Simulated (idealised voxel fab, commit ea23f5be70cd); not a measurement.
The document below concerns the process module designated voxel released beams.
The figure presents cross-section cut, which has a width of 200 nm and is divided into square cells with an edge length of 5 nm.
Reading order for cross-sections: top band down to bottom band. Underlying form: a grid of square cells. Band size: one or more rows of cells.
Heights first: top, then bottom, in nm. Then materials, left to right, each with a width in nm. "everywhere" on a single material: fills the band edge to edge. "air": empty space.
Heights from 0 (as-received wafer is one material below). Bottom band endless downward, as "0 nm and below".
A two-number width, for instance "30 to 40", indicates that the width is equal to the first number in the top row of the band and to the second number in the bottom row, and that it changes by a constant amount per row of cells.
You'll sometimes find "stayed the same" written for a step, and that's the way of saying that nowhere in the cross-section did a cell change during that step.
Closed empty spaces (no open way to the top) of 8 cells or more are what "Entrapped void list" lists, each as width x height at distance from the left edge, nm for all three.
What comes after the settings on a step's line is commentary from the simulator itself on that step.
A step's line can hold "overlay nm"; with a mask on that step, the setting says how far right of the planned place the mask lay, while a negative setting says it lay to the left.

The steps planned for the process are as follows:
| 1 | RECEIVE | material Si |
| 2 | CONFORMAL_DEP | material SiN | thk nm 5 |
| 3 | DIRECTIONAL_DEP | material SiO2 | thk nm 20 |
| 4 | PATTERN | tone open | mask id ANCHOR | material resist | width nm 25 | thk nm 15 | overlay nm 0 |
| 5 | DIRECTIONAL_ETCH | etch materials SiO2 | depth nm 20 |
| 6 | STRIP | etch materials resist |
| 7 | CONFORMAL_DEP | material polySi | thk nm 15 |
| 8 | DIRECTIONAL_DEP | material aC | thk nm 15 |
| 9 | PATTERN | tone cover | mask id BEAM | material resist | width nm 110 | thk nm 30 | overlay nm 0 |
| 10 | DIRECTIONAL_ETCH | etch materials aC | depth nm 15 |
| 11 | STRIP | etch materials resist |
| 12 | DIRECTIONAL_ETCH | etch materials polySi | depth nm 15 |
| 13 | STRIP | etch materials aC |
| 14 | STRIP | etch materials SiO2 |
Same starting wafers, different width nm at step 4. Plan value belongs to the first wafer.

As received, i.e. after step 1: cross-section through the first of several wafers:
0 nm and below | Si everywhere
Entrapped void list: none

What follows is a table in which each wafer occupies a row; for the wafer as it stands at the close of the module, the row states, material by material, how many cells have been gained (+) or lost (-) since receipt, and then gives its closed voids:
width nm 25; +40 SiN; +86 polySi; Entrapped void list: none
width nm 30; +40 SiN; +90 polySi; Entrapped void list: none
width nm 35; +40 SiN; +90 polySi; Entrapped void list: none
width nm 40; +40 SiN; +90 polySi; Entrapped void list: none
width nm 45; +40 SiN; +90 polySi; Entrapped void list: none
width nm 50; +40 SiN; +90 polySi; Entrapped void list: none
